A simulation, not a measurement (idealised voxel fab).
Documented hereafter: the process module known as voxel transistor to metal.
Cross-section cut: width 300 nm, square cells of 5 nm.
Just so we're on the same page, the cross-sections are grids of square cells, and they're listed out in bands top to bottom, each band one or more rows deep. Top height, bottom height, nm. Materials left to right, width each, nm. Single material + "all across" = fills band edge to edge. "empty" = empty. Below 0: as-received wafer, all one material; heights counted from there. Lowest band: no bottom, goes on down, written "z 0 and below". Top row gets the first number, bottom row gets the second, and each row in between changes by the same step: that is how a band width like "30..40" works. "remained the same" (step): cross-section cells unchanged, all of them. You'll see "Enclosed void list" listing empty spaces that have no way open to the top, as long as they're 8 cells or more; the notation is width x height at distance, where the distance is from the left edge, and all of it is in nm. That trailing text on a step's line, after the settings, is the simulator's own remark on the step. overlay nm: right-of-plan distance of the mask on a masked step; negative values mean left-of-plan.
# Below is the list of planned process steps
1,op RECEIVE | material Si
2,op CONFORMAL_DEP | material SiO2 | thk nm 5
3,op CONFORMAL_DEP | material SiN | thk nm 15
4,op PATTERN | tone cover | mask id ACTIVE | material resist | width nm 100 | pitch nm 125 | thk nm 15 | overlay nm 0
5,op DIRECTIONAL_ETCH | etch materials SiN | depth nm 15
6,op DIRECTIONAL_ETCH | etch materials SiO2 | depth nm 5
7,op DIRECTIONAL_ETCH | etch materials Si | depth nm 20
8,op STRIP | etch materials resist
9,op FILL_DEP | material SiO2 | thk nm 10
10,op CMP | height nm 20
11,op SELECTIVE_ETCH | etch materials SiO2 | depth nm 15
12,op STRIP | etch materials SiN
13,op SELECTIVE_ETCH | etch materials SiO2 | depth nm 5
14,op OXIDIZE | depth nm 5
15,op DIRECTIONAL_DEP | material polySi | thk nm 30
16,op DIRECTIONAL_DEP | material SiCN | thk nm 10
17,op PATTERN | tone cover | mask id GATE | material resist | width nm 20 | pitch nm 125 | thk nm 20 | overlay nm 0
18,op DIRECTIONAL_ETCH | etch materials SiCN | depth nm 20
19,op DIRECTIONAL_ETCH | etch materials polySi | depth nm 40
20,op STRIP | etch materials resist
21,op CONFORMAL_DEP | material SiO2 | thk nm 5
22,op DIRECTIONAL_ETCH | etch materials SiO2 | depth nm 5
23,op CONFORMAL_DEP | material SiN | thk nm 5
24,op DIRECTIONAL_ETCH | etch materials SiN | depth nm 5
25,op DIRECTIONAL_ETCH | etch materials SiO2 | depth nm 5
26,op DIRECTIONAL_ETCH | etch materials Si | depth nm 10
27,op EPI | material pSi | thk nm 15
28,op FILL_DEP | material SiO2 | thk nm 10
29,op CMP | height nm 40
30,op DIRECTIONAL_DEP | material SiO2 | thk nm 10
31,op PATTERN | tone open | mask id CONTACT | material resist | width nm 30 | thk nm 20 | overlay nm 0
32,op DIRECTIONAL_ETCH | etch materials SiO2 | depth nm 50
33,op STRIP | etch materials resist
34,op CONFORMAL_DEP | material TiN | thk nm 5
35,op FILL_DEP | material Ru | thk nm 5
36,op CMP | height nm 50
37,op DIRECTIONAL_DEP | material TiN | thk nm 5
38,op DIRECTIONAL_DEP | material W | thk nm 25
39,op DIRECTIONAL_DEP | material aC | thk nm 10
40,op PATTERN | tone cover | mask id METAL_1 | material resist | width nm 15 | thk nm 30 | overlay nm 0
41,op DIRECTIONAL_ETCH | etch materials aC | depth nm 10
42,op STRIP | etch materials resist
43,op DIRECTIONAL_ETCH | etch materials W | depth nm 25
44,op DIRECTIONAL_ETCH | etch materials TiN | depth nm 5
45,op STRIP | etch materials aC
46,op CONFORMAL_DEP | material SiCN | thk nm 5
47,op FILL_DEP | material SiO2 | thk nm 10
48,op CMP | height nm 80
49,op CONFORMAL_DEP | material SiCN | thk nm 5
# First of the two wafers, run per plan
# The cross-section here shows the wafer as received, i.e. in its state after step 1
> z 0 and below = Si all across
> Enclosed void list: none
# Upon completion of step 2, the wafer appears in cross-section as shown
> z 5 to 0 = SiO2 all across
> Whatever lies below 0 is exactly as it was before.
# Upon completion of step 3, the wafer appears in cross-section as shown
> z 20 to 5 = SiN all across
> Whatever lies below 5 is exactly as it was before.
# Upon completion of step 4, the wafer appears in cross-section as shown
> z 35 to 20 = empty=35; resist=100; empty=25; resist=100; empty=40
> Whatever lies below 20 is exactly as it was before.
# Upon completion of step 5, the wafer appears in cross-section as shown
> z 35 to 20 = empty=35; resist=100; empty=25; resist=100; empty=40
> z 20 to 5 = empty=35; SiN=100; empty=25; SiN=100; empty=40
> Whatever lies below 5 is exactly as it was before.
# Upon completion of step 6, the wafer appears in cross-section as shown
> z 35 to 20 = empty=35; resist=100; empty=25; resist=100; empty=40
> z 20 to 5 = empty=35; SiN=100; empty=25; SiN=100; empty=40
> z 5 to 0 = empty=35; SiO2=100; empty=25; SiO2=100; empty=40
> Whatever lies below 0 is exactly as it was before.
# Upon completion of step 7, the wafer appears in cross-section as shown
> z 35 to 20 = empty=35; resist=100; empty=25; resist=100; empty=40
> z 20 to 5 = empty=35; SiN=100; empty=25; SiN=100; empty=40
> z 5 to 0 = empty=35; SiO2=100; empty=25; SiO2=100; empty=40
> z 0 to -20 = empty=35; Si=100; empty=25; Si=100; empty=40
> Whatever lies below -20 is exactly as it was before.
# Upon completion of step 8, the wafer appears in cross-section as shown
> z 20 to 5 = empty=35; SiN=100; empty=25; SiN=100; empty=40
> Whatever lies below 5 is exactly as it was before.
# Upon completion of step 9, the wafer appears in cross-section as shown
> z 30 to 20 = SiO2 all across
> z 20 to 5 = SiO2=35; SiN=100; SiO2=25; SiN=100; SiO2=40
> z 5 to 0 = SiO2 all across
> z 0 to -20 = SiO2=35; Si=100; SiO2=25; Si=100; SiO2=40
> Whatever lies below -20 is exactly as it was before.
# Upon completion of step 10, the wafer appears in cross-section as shown
> z 20 to 5 = SiO2=35; SiN=100; SiO2=25; SiN=100; SiO2=40
> Whatever lies below 5 is exactly as it was before.
# Upon completion of step 11, the wafer appears in cross-section as shown
> z 20 to 5 = empty=35; SiN=100; empty=25; SiN=100; empty=40
> Whatever lies below 5 is exactly as it was before.
# Upon completion of step 12, the wafer appears in cross-section as shown
> z 5 to 0 = SiO2 all across
> Whatever lies below 0 is exactly as it was before.
# Upon completion of step 13, the wafer appears in cross-section as shown
> z 0 to -20 = SiO2=35; Si=100; SiO2=25; Si=100; SiO2=40
> Whatever lies below -20 is exactly as it was before.
# Upon completion of step 14, the wafer appears in cross-section as shown
> z 0 to -5 = SiO2 all across
> Whatever lies below -5 is exactly as it was before.
# Upon completion of step 15, the wafer appears in cross-section as shown
> z 30 to 0 = polySi all across
> Whatever lies below 0 is exactly as it was before.
# Upon completion of step 16, the wafer appears in cross-section as shown
> z 40 to 30 = SiCN all across
> Whatever lies below 30 is exactly as it was before.
# Upon completion of step 17, the wafer appears in cross-section as shown
> z 60 to 40 = empty=75; resist=20; empty=105; resist=20; empty=80
> Whatever lies below 40 is exactly as it was before.
# Upon completion of step 18, the wafer appears in cross-section as shown
> z 60 to 40 = empty=75; resist=20; empty=105; resist=20; empty=80
> z 40 to 30 = empty=75; SiCN=20; empty=105; SiCN=20; empty=80
> Whatever lies below 30 is exactly as it was before.
# Upon completion of step 19, the wafer appears in cross-section as shown
> z 60 to 40 = empty=75; resist=20; empty=105; resist=20; empty=80
> z 40 to 30 = empty=75; SiCN=20; empty=105; SiCN=20; empty=80
> z 30 to 0 = empty=75; polySi=20; empty=105; polySi=20; empty=80
> Whatever lies below 0 is exactly as it was before.
# Upon completion of step 20, the wafer appears in cross-section as shown
> z 40 to 30 = empty=75; SiCN=20; empty=105; SiCN=20; empty=80
> Whatever lies below 30 is exactly as it was before.
# Upon completion of step 21, the wafer appears in cross-section as shown
> z 45 to 40 = empty=70; SiO2=30; empty=95; SiO2=30; empty=75
> z 40 to 30 = empty=70; SiO2=5; SiCN=20; SiO2=5; empty=95; SiO2=5; SiCN=20; SiO2=5; empty=75
> z 30 to 5 = empty=70; SiO2=5; polySi=20; SiO2=5; empty=95; SiO2=5; polySi=20; SiO2=5; empty=75
> z 5 to 0 = SiO2=75; polySi=20; SiO2=105; polySi=20; SiO2=80
> Whatever lies below 0 is exactly as it was before.
# Upon completion of step 22, the wafer appears in cross-section as shown
> z 40 to 30 = empty=70; SiO2=5; SiCN=20; SiO2=5; empty=95; SiO2=5; SiCN=20; SiO2=5; empty=75
> z 30 to 0 = empty=70; SiO2=5; polySi=20; SiO2=5; empty=95; SiO2=5; polySi=20; SiO2=5; empty=75
> Whatever lies below 0 is exactly as it was before.
# Upon completion of step 23, the wafer appears in cross-section as shown
> z 45 to 40 = empty=65; SiN=40; empty=85; SiN=40; empty=70
> z 40 to 30 = empty=65; SiN=5; SiO2=5; SiCN=20; SiO2=5; SiN=5; empty=85; SiN=5; SiO2=5; SiCN=20; SiO2=5; SiN=5; empty=70
> z 30 to 5 = empty=65; SiN=5; SiO2=5; polySi=20; SiO2=5; SiN=5; empty=85; SiN=5; SiO2=5; polySi=20; SiO2=5; SiN=5; empty=70
> z 5 to 0 = SiN=70; SiO2=5; polySi=20; SiO2=5; SiN=95; SiO2=5; polySi=20; SiO2=5; SiN=75
> Whatever lies below 0 is exactly as it was before.
# Upon completion of step 24, the wafer appears in cross-section as shown
> z 40 to 30 = empty=65; SiN=5; SiO2=5; SiCN=20; SiO2=5; SiN=5; empty=85; SiN=5; SiO2=5; SiCN=20; SiO2=5; SiN=5; empty=70
> z 30 to 0 = empty=65; SiN=5; SiO2=5; polySi=20; SiO2=5; SiN=5; empty=85; SiN=5; SiO2=5; polySi=20; SiO2=5; SiN=5; empty=70
> Whatever lies below 0 is exactly as it was before.
# Upon completion of step 25, the wafer appears in cross-section as shown
> z 40 to 35 = empty=65; SiN=5; empty=5; SiCN=20; empty=5; SiN=5; empty=85; SiN=5; empty=5; SiCN=20; empty=5; SiN=5; empty=70
> z 35 to 30 = empty=65; SiN=5; SiO2=5; SiCN=20; SiO2=5; SiN=5; empty=85; SiN=5; SiO2=5; SiCN=20; SiO2=5; SiN=5; empty=70
> z 30 to 0 = empty=65; SiN=5; SiO2=5; polySi=20; SiO2=5; SiN=5; empty=85; SiN=5; SiO2=5; polySi=20; SiO2=5; SiN=5; empty=70
> z 0 to -5 = empty=65; SiO2=40; empty=85; SiO2=40; empty=70
> Whatever lies below -5 is exactly as it was before.
# Upon completion of step 26, the wafer appears in cross-section as shown
> z 40 to 35 = empty=65; SiN=5; empty=5; SiCN=20; empty=5; SiN=5; empty=85; SiN=5; empty=5; SiCN=20; empty=5; SiN=5; empty=70
> z 35 to 30 = empty=65; SiN=5; SiO2=5; SiCN=20; SiO2=5; SiN=5; empty=85; SiN=5; SiO2=5; SiCN=20; SiO2=5; SiN=5; empty=70
> z 30 to 0 = empty=65; SiN=5; SiO2=5; polySi=20; SiO2=5; SiN=5; empty=85; SiN=5; SiO2=5; polySi=20; SiO2=5; SiN=5; empty=70
> z 0 to -5 = empty=65; SiO2=40; empty=85; SiO2=40; empty=70
> z -5 to -15 = SiO2=35; empty=30; Si=40; empty=30; SiO2=25; empty=30; Si=40; empty=30; SiO2=40
> Whatever lies below -15 is exactly as it was before.
# Upon completion of step 27, the wafer appears in cross-section as shown
> z 40 to 35 = empty=65; SiN=5; empty=5; SiCN=20; empty=5; SiN=5; empty=85; SiN=5; empty=5; SiCN=20; empty=5; SiN=5; empty=70
> z 35 to 30 = empty=65; SiN=5; SiO2=5; SiCN=20; SiO2=5; SiN=5; empty=85; SiN=5; SiO2=5; SiCN=20; SiO2=5; SiN=5; empty=70
> z 30 to 10 = empty=65; SiN=5; SiO2=5; polySi=20; SiO2=5; SiN=5; empty=85; SiN=5; SiO2=5; polySi=20; SiO2=5; SiN=5; empty=70
> z 10 to 0 = empty=50; pSi=15; SiN=5; SiO2=5; polySi=20; SiO2=5; SiN=5; pSi=15; empty=55; pSi=15; SiN=5; SiO2=5; polySi=20; SiO2=5; SiN=5; pSi=15; empty=55
> z 0 to -5 = empty=30; pSi=35; SiO2=40; pSi=35; empty=15; pSi=35; SiO2=40; pSi=35; empty=35
> z -5 to -15 = SiO2=35; pSi=30; Si=40; pSi=30; SiO2=25; pSi=30; Si=40; pSi=30; SiO2=40
> Whatever lies below -15 is exactly as it was before.
# Upon completion of step 28, the wafer appears in cross-section as shown
> z 50 to 40 = SiO2 all across
> z 40 to 30 = SiO2=65; SiN=5; SiO2=5; SiCN=20; SiO2=5; SiN=5; SiO2=85; SiN=5; SiO2=5; SiCN=20; SiO2=5; SiN=5; SiO2=70
> z 30 to 10 = SiO2=65; SiN=5; SiO2=5; polySi=20; SiO2=5; SiN=5; SiO2=85; SiN=5; SiO2=5; polySi=20; SiO2=5; SiN=5; SiO2=70
> z 10 to 0 = SiO2=50; pSi=15; SiN=5; SiO2=5; polySi=20; SiO2=5; SiN=5; pSi=15; SiO2=55; pSi=15; SiN=5; SiO2=5; polySi=20; SiO2=5; SiN=5; pSi=15; SiO2=55
> z 0 to -5 = SiO2=30; pSi=35; SiO2=40; pSi=35; SiO2=15; pSi=35; SiO2=40; pSi=35; SiO2=35
> Whatever lies below -5 is exactly as it was before.
# Upon completion of step 29, the wafer appears in cross-section as shown
> z 40 to 30 = SiO2=65; SiN=5; SiO2=5; SiCN=20; SiO2=5; SiN=5; SiO2=85; SiN=5; SiO2=5; SiCN=20; SiO2=5; SiN=5; SiO2=70
> Whatever lies below 30 is exactly as it was before.
# Upon completion of step 30, the wafer appears in cross-section as shown
> z 50 to 40 = SiO2 all across
> Whatever lies below 40 is exactly as it was before.
# Upon completion of step 31, the wafer appears in cross-section as shown
> z 70 to 50 = resist=40; empty=30; resist=30; empty=30; resist=35; empty=30; resist=30; empty=30; resist=45
> Whatever lies below 50 is exactly as it was before.
# Upon completion of step 32, the wafer appears in cross-section as shown
> z 70 to 50 = resist=40; empty=30; resist=30; empty=30; resist=35; empty=30; resist=30; empty=30; resist=45
> z 50 to 40 = SiO2=40; empty=30; SiO2=30; empty=30; SiO2=35; empty=30; SiO2=30; empty=30; SiO2=45
> z 40 to 30 = SiO2=40; empty=25; SiN=5; SiO2=5; SiCN=20; SiO2=5; SiN=5; empty=25; SiO2=35; empty=25; SiN=5; SiO2=5; SiCN=20; SiO2=5; SiN=5; empty=25; SiO2=45
> z 30 to 10 = SiO2=40; empty=25; SiN=5; SiO2=5; polySi=20; SiO2=5; SiN=5; empty=25; SiO2=35; empty=25; SiN=5; SiO2=5; polySi=20; SiO2=5; SiN=5; empty=25; SiO2=45
> z 10 to 0 = SiO2=40; empty=10; pSi=15; SiN=5; SiO2=5; polySi=20; SiO2=5; SiN=5; pSi=15; empty=10; SiO2=35; empty=10; pSi=15; SiN=5; SiO2=5; polySi=20; SiO2=5; SiN=5; pSi=15; empty=10; SiO2=45
> Whatever lies below 0 is exactly as it was before.
# Upon completion of step 33, the wafer appears in cross-section as shown
> z 50 to 40 = SiO2=40; empty=30; SiO2=30; empty=30; SiO2=35; empty=30; SiO2=30; empty=30; SiO2=45
> Whatever lies below 40 is exactly as it was before.
# Upon completion of step 34, the wafer appears in cross-section as shown
> z 55 to 50 = TiN=45; empty=20; TiN=40; empty=20; TiN=45; empty=20; TiN=40; empty=20; TiN=50
> z 50 to 40 = SiO2=40; TiN=5; empty=20..15; TiN=5..10; SiO2=30; TiN=5..10; empty=20..15; TiN=5; SiO2=35; TiN=5; empty=20..15; TiN=5..10; SiO2=30; TiN=5..10; empty=20..15; TiN=5; SiO2=45
> z 40 to 30 = SiO2=40; TiN=5; empty=15; TiN=5; SiN=5; SiO2=5; SiCN=20; SiO2=5; SiN=5; TiN=5; empty=15; TiN=5; SiO2=35; TiN=5; empty=15; TiN=5; SiN=5; SiO2=5; SiCN=20; SiO2=5; SiN=5; TiN=5; empty=15; TiN=5; SiO2=45
> z 30 to 15 = SiO2=40; TiN=5; empty=15; TiN=5; SiN=5; SiO2=5; polySi=20; SiO2=5; SiN=5; TiN=5; empty=15; TiN=5; SiO2=35; TiN=5; empty=15; TiN=5; SiN=5; SiO2=5; polySi=20; SiO2=5; SiN=5; TiN=5; empty=15; TiN=5; SiO2=45
> z 15 to 10 = SiO2=40; TiN=25; SiN=5; SiO2=5; polySi=20; SiO2=5; SiN=5; TiN=25; SiO2=35; TiN=25; SiN=5; SiO2=5; polySi=20; SiO2=5; SiN=5; TiN=25; SiO2=45
> z 10 to 0 = SiO2=40; TiN=10; pSi=15; SiN=5; SiO2=5; polySi=20; SiO2=5; SiN=5; pSi=15; TiN=10; SiO2=35; TiN=10; pSi=15; SiN=5; SiO2=5; polySi=20; SiO2=5; SiN=5; pSi=15; TiN=10; SiO2=45
> Whatever lies below 0 is exactly as it was before.
# Upon completion of step 35, the wafer appears in cross-section as shown
> z 60 to 55 = Ru all across
> z 55 to 50 = TiN=45; Ru=20; TiN=40; Ru=20; TiN=45; Ru=20; TiN=40; Ru=20; TiN=50
> z 50 to 40 = SiO2=40; TiN=5; Ru=20..15; TiN=5..10; SiO2=30; TiN=5..10; Ru=20..15; TiN=5; SiO2=35; TiN=5; Ru=20..15; TiN=5..10; SiO2=30; TiN=5..10; Ru=20..15; TiN=5; SiO2=45
> z 40 to 30 = SiO2=40; TiN=5; Ru=15; TiN=5; SiN=5; SiO2=5; SiCN=20; SiO2=5; SiN=5; TiN=5; Ru=15; TiN=5; SiO2=35; TiN=5; Ru=15; TiN=5; SiN=5; SiO2=5; SiCN=20; SiO2=5; SiN=5; TiN=5; Ru=15; TiN=5; SiO2=45
> z 30 to 15 = SiO2=40; TiN=5; Ru=15; TiN=5; SiN=5; SiO2=5; polySi=20; SiO2=5; SiN=5; TiN=5; Ru=15; TiN=5; SiO2=35; TiN=5; Ru=15; TiN=5; SiN=5; SiO2=5; polySi=20; SiO2=5; SiN=5; TiN=5; Ru=15; TiN=5; SiO2=45
> Whatever lies below 15 is exactly as it was before.
# Upon completion of step 36, the wafer appears in cross-section as shown
> z 50 to 40 = SiO2=40; TiN=5; Ru=20..15; TiN=5..10; SiO2=30; TiN=5..10; Ru=20..15; TiN=5; SiO2=35; TiN=5; Ru=20..15; TiN=5..10; SiO2=30; TiN=5..10; Ru=20..15; TiN=5; SiO2=45
> Whatever lies below 40 is exactly as it was before.
# Upon completion of step 37, the wafer appears in cross-section as shown
> z 55 to 50 = TiN all across
> Whatever lies below 50 is exactly as it was before.
# Upon completion of step 38, the wafer appears in cross-section as shown
> z 80 to 55 = W all across
> Whatever lies below 55 is exactly as it was before.
# Upon completion of step 39, the wafer appears in cross-section as shown
> z 90 to 80 = aC all across
> Whatever lies below 80 is exactly as it was before.
# Upon completion of step 40, the wafer appears in cross-section as shown
> z 120 to 90 = empty=40; resist=15; empty=60; resist=15; empty=35; resist=15; empty=60; resist=15; empty=45
> Whatever lies below 90 is exactly as it was before.
# Upon completion of step 41, the wafer appears in cross-section as shown
> z 110 to 90 = empty=40; resist=15; empty=60; resist=15; empty=35; resist=15; empty=60; resist=15; empty=45
> z 90 to 80 = empty=40; aC=15; empty=60; aC=15; empty=35; aC=15; empty=60; aC=15; empty=45
> Whatever lies below 80 is exactly as it was before.
# Upon completion of step 42, the wafer appears in cross-section as shown
> z 90 to 80 = empty=40; aC=15; empty=60; aC=15; empty=35; aC=15; empty=60; aC=15; empty=45
> Whatever lies below 80 is exactly as it was before.
# Upon completion of step 43, the wafer appears in cross-section as shown
> z 90 to 80 = empty=40; aC=15; empty=60; aC=15; empty=35; aC=15; empty=60; aC=15; empty=45
> z 80 to 55 = empty=40; W=15; empty=60; W=15; empty=35; W=15; empty=60; W=15; empty=45
> Whatever lies below 55 is exactly as it was before.
# Upon completion of step 44, the wafer appears in cross-section as shown
> z 90 to 80 = empty=40; aC=15; empty=60; aC=15; empty=35; aC=15; empty=60; aC=15; empty=45
> z 80 to 55 = empty=40; W=15; empty=60; W=15; empty=35; W=15; empty=60; W=15; empty=45
> z 55 to 50 = empty=40; TiN=15; empty=60; TiN=15; empty=35; TiN=15; empty=60; TiN=15; empty=45
> Whatever lies below 50 is exactly as it was before.
# Upon completion of step 45, the wafer appears in cross-section as shown
> z 80 to 55 = empty=40; W=15; empty=60; W=15; empty=35; W=15; empty=60; W=15; empty=45
> Whatever lies below 55 is exactly as it was before.
# Upon completion of step 46, the wafer appears in cross-section as shown
> z 85 to 80 = empty=35; SiCN=25; empty=50; SiCN=25; empty=25; SiCN=25; empty=50; SiCN=25; empty=40
> z 80 to 55 = empty=35; SiCN=5; W=15; SiCN=5; empty=50; SiCN=5; W=15; SiCN=5; empty=25; SiCN=5; W=15; SiCN=5; empty=50; SiCN=5; W=15; SiCN=5; empty=40
> z 55 to 50 = SiCN=40; TiN=15; SiCN=60; TiN=15; SiCN=35; TiN=15; SiCN=60; TiN=15; SiCN=45
> Whatever lies below 50 is exactly as it was before.
# Upon completion of step 47, the wafer appears in cross-section as shown
> z 95 to 85 = SiO2 all across
> z 85 to 80 = SiO2=35; SiCN=25; SiO2=50; SiCN=25; SiO2=25; SiCN=25; SiO2=50; SiCN=25; SiO2=40
> z 80 to 55 = SiO2=35; SiCN=5; W=15; SiCN=5; SiO2=50; SiCN=5; W=15; SiCN=5; SiO2=25; SiCN=5; W=15; SiCN=5; SiO2=50; SiCN=5; W=15; SiCN=5; SiO2=40
> Whatever lies below 55 is exactly as it was before.
# Upon completion of step 48, the wafer appears in cross-section as shown
> z 80 to 55 = SiO2=35; SiCN=5; W=15; SiCN=5; SiO2=50; SiCN=5; W=15; SiCN=5; SiO2=25; SiCN=5; W=15; SiCN=5; SiO2=50; SiCN=5; W=15; SiCN=5; SiO2=40
> Whatever lies below 55 is exactly as it was before.
# Upon completion of step 49, the wafer appears in cross-section as shown
> z 85 to 80 = SiCN all across
> Whatever lies below 80 is exactly as it was before.
# The remaining wafer, second of the two, started like the first and was run to the same plan, except that one mistake was made along the way; the two coincide through step 30, inclusive
# Second wafer, cross-section, planned end of step 31
> z 70 to 50 = resist=45; empty=25; resist=35; empty=25; resist=40; empty=25; resist=35; empty=25; resist=45
> Whatever lies below 50 is exactly as it was before.
# Second wafer, cross-section, planned end of step 32
> z 70 to 50 = resist=45; empty=25; resist=35; empty=25; resist=40; empty=25; resist=35; empty=25; resist=45
> z 50 to 40 = SiO2=45; empty=25; SiO2=35; empty=25; SiO2=40; empty=25; SiO2=35; empty=25; SiO2=45
> z 40 to 30 = SiO2=45; empty=20; SiN=5; SiO2=5; SiCN=20; SiO2=5; SiN=5; empty=25; SiO2=40; empty=20; SiN=5; SiO2=5; SiCN=20; SiO2=5; SiN=5; empty=25; SiO2=45
> z 30 to 10 = SiO2=45; empty=20; SiN=5; SiO2=5; polySi=20; SiO2=5; SiN=5; empty=25; SiO2=40; empty=20; SiN=5; SiO2=5; polySi=20; SiO2=5; SiN=5; empty=25; SiO2=45
> z 10 to 0 = SiO2=45; empty=5; pSi=15; SiN=5; SiO2=5; polySi=20; SiO2=5; SiN=5; pSi=15; empty=10; SiO2=40; empty=5; pSi=15; SiN=5; SiO2=5; polySi=20; SiO2=5; SiN=5; pSi=15; empty=10; SiO2=45
> Whatever lies below 0 is exactly as it was before.
# Second wafer, cross-section, planned end of step 33
> z 50 to 40 = SiO2=45; empty=25; SiO2=35; empty=25; SiO2=40; empty=25; SiO2=35; empty=25; SiO2=45
> Whatever lies below 40 is exactly as it was before.
# Second wafer, cross-section, planned end of step 34
> z 55 to 50 = TiN=50; empty=15; TiN=45; empty=15; TiN=50; empty=15; TiN=45; empty=15; TiN=50
> z 50 to 40 = SiO2=45; TiN=5; empty=15..10; TiN=5..10; SiO2=35; TiN=5; empty=15; TiN=5; SiO2=40; TiN=5; empty=15..10; TiN=5..10; SiO2=35; TiN=5; empty=15; TiN=5; SiO2=45
> z 40 to 30 = SiO2=45; TiN=5; empty=10; TiN=5; SiN=5; SiO2=5; SiCN=20; SiO2=5; SiN=5; TiN=5; empty=15; TiN=5; SiO2=40; TiN=5; empty=10; TiN=5; SiN=5; SiO2=5; SiCN=20; SiO2=5; SiN=5; TiN=5; empty=15; TiN=5; SiO2=45
> z 30 to 15 = SiO2=45; TiN=5; empty=10; TiN=5; SiN=5; SiO2=5; polySi=20; SiO2=5; SiN=5; TiN=5; empty=15; TiN=5; SiO2=40; TiN=5; empty=10; TiN=5; SiN=5; SiO2=5; polySi=20; SiO2=5; SiN=5; TiN=5; empty=15; TiN=5; SiO2=45
> z 15 to 10 = SiO2=45; TiN=20; SiN=5; SiO2=5; polySi=20; SiO2=5; SiN=5; TiN=25; SiO2=40; TiN=20; SiN=5; SiO2=5; polySi=20; SiO2=5; SiN=5; TiN=25; SiO2=45
> z 10 to 0 = SiO2=45; TiN=5; pSi=15; SiN=5; SiO2=5; polySi=20; SiO2=5; SiN=5; pSi=15; TiN=10; SiO2=40; TiN=5; pSi=15; SiN=5; SiO2=5; polySi=20; SiO2=5; SiN=5; pSi=15; TiN=10; SiO2=45
> Whatever lies below 0 is exactly as it was before.
# Second wafer, cross-section, planned end of step 35
> z 60 to 55 = Ru all across
> z 55 to 50 = TiN=50; Ru=15; TiN=45; Ru=15; TiN=50; Ru=15; TiN=45; Ru=15; TiN=50
> z 50 to 40 = SiO2=45; TiN=5; Ru=15..10; TiN=5..10; SiO2=35; TiN=5; Ru=15; TiN=5; SiO2=40; TiN=5; Ru=15..10; TiN=5..10; SiO2=35; TiN=5; Ru=15; TiN=5; SiO2=45
> z 40 to 30 = SiO2=45; TiN=5; Ru=10; TiN=5; SiN=5; SiO2=5; SiCN=20; SiO2=5; SiN=5; TiN=5; Ru=15; TiN=5; SiO2=40; TiN=5; Ru=10; TiN=5; SiN=5; SiO2=5; SiCN=20; SiO2=5; SiN=5; TiN=5; Ru=15; TiN=5; SiO2=45
> z 30 to 15 = SiO2=45; TiN=5; Ru=10; TiN=5; SiN=5; SiO2=5; polySi=20; SiO2=5; SiN=5; TiN=5; Ru=15; TiN=5; SiO2=40; TiN=5; Ru=10; TiN=5; SiN=5; SiO2=5; polySi=20; SiO2=5; SiN=5; TiN=5; Ru=15; TiN=5; SiO2=45
> Whatever lies below 15 is exactly as it was before.
# Second wafer, cross-section, planned end of step 36
> z 50 to 40 = SiO2=45; TiN=5; Ru=15..10; TiN=5..10; SiO2=35; TiN=5; Ru=15; TiN=5; SiO2=40; TiN=5; Ru=15..10; TiN=5..10; SiO2=35; TiN=5; Ru=15; TiN=5; SiO2=45
> Whatever lies below 40 is exactly as it was before.
# Second wafer, cross-section, planned end of step 37
> z 55 to 50 = TiN all across
> Whatever lies below 50 is exactly as it was before.
# Second wafer, cross-section, planned end of step 38
> z 80 to 55 = W all across
> Whatever lies below 55 is exactly as it was before.
# Second wafer, cross-section, planned end of step 39
> z 90 to 80 = aC all across
> Whatever lies below 80 is exactly as it was before.
# Second wafer, cross-section, planned end of step 40
> z 120 to 90 = empty=40; resist=15; empty=60; resist=15; empty=35; resist=15; empty=60; resist=15; empty=45
> Whatever lies below 90 is exactly as it was before.
# Second wafer, cross-section, planned end of step 41
> z 110 to 90 = empty=40; resist=15; empty=60; resist=15; empty=35; resist=15; empty=60; resist=15; empty=45
> z 90 to 80 = empty=40; aC=15; empty=60; aC=15; empty=35; aC=15; empty=60; aC=15; empty=45
> Whatever lies below 80 is exactly as it was before.
# Second wafer, cross-section, planned end of step 42
> z 90 to 80 = empty=40; aC=15; empty=60; aC=15; empty=35; aC=15; empty=60; aC=15; empty=45
> Whatever lies below 80 is exactly as it was before.
# Second wafer, cross-section, planned end of step 43
> z 90 to 80 = empty=40; aC=15; empty=60; aC=15; empty=35; aC=15; empty=60; aC=15; empty=45
> z 80 to 55 = empty=40; W=15; empty=60; W=15; empty=35; W=15; empty=60; W=15; empty=45
> Whatever lies below 55 is exactly as it was before.
# Second wafer, cross-section, planned end of step 44
> z 90 to 80 = empty=40; aC=15; empty=60; aC=15; empty=35; aC=15; empty=60; aC=15; empty=45
> z 80 to 55 = empty=40; W=15; empty=60; W=15; empty=35; W=15; empty=60; W=15; empty=45
> z 55 to 50 = empty=40; TiN=15; empty=60; TiN=15; empty=35; TiN=15; empty=60; TiN=15; empty=45
> Whatever lies below 50 is exactly as it was before.
# Second wafer, cross-section, planned end of step 45
> z 80 to 55 = empty=40; W=15; empty=60; W=15; empty=35; W=15; empty=60; W=15; empty=45
> Whatever lies below 55 is exactly as it was before.
# Second wafer, cross-section, planned end of step 46
> z 85 to 80 = empty=35; SiCN=25; empty=50; SiCN=25; empty=25; SiCN=25; empty=50; SiCN=25; empty=40
> z 80 to 55 = empty=35; SiCN=5; W=15; SiCN=5; empty=50; SiCN=5; W=15; SiCN=5; empty=25; SiCN=5; W=15; SiCN=5; empty=50; SiCN=5; W=15; SiCN=5; empty=40
> z 55 to 50 = SiCN=40; TiN=15; SiCN=60; TiN=15; SiCN=35; TiN=15; SiCN=60; TiN=15; SiCN=45
> Whatever lies below 50 is exactly as it was before.
# Second wafer, cross-section, planned end of step 47
> z 95 to 85 = SiO2 all across
> z 85 to 80 = SiO2=35; SiCN=25; SiO2=50; SiCN=25; SiO2=25; SiCN=25; SiO2=50; SiCN=25; SiO2=40
> z 80 to 55 = SiO2=35; SiCN=5; W=15; SiCN=5; SiO2=50; SiCN=5; W=15; SiCN=5; SiO2=25; SiCN=5; W=15; SiCN=5; SiO2=50; SiCN=5; W=15; SiCN=5; SiO2=40
> Whatever lies below 55 is exactly as it was before.
# Second wafer, cross-section, planned end of step 48
> z 80 to 55 = SiO2=35; SiCN=5; W=15; SiCN=5; SiO2=50; SiCN=5; W=15; SiCN=5; SiO2=25; SiCN=5; W=15; SiCN=5; SiO2=50; SiCN=5; W=15; SiCN=5; SiO2=40
> Whatever lies below 55 is exactly as it was before.
# Second wafer, cross-section, planned end of step 49
> z 85 to 80 = SiCN all across
> Whatever lies below 80 is exactly as it was before.
Finding, execution versus plan: for step 31, the planned setting was not used; the step was instead run as op PATTERN | tone open | mask id CONTACT | material resist | width nm 25 | thk nm 20 | overlay nm 0
Materials where the second wafer ends with more or fewer cells than the first: Ru -16, SiO2 +24, TiN -8
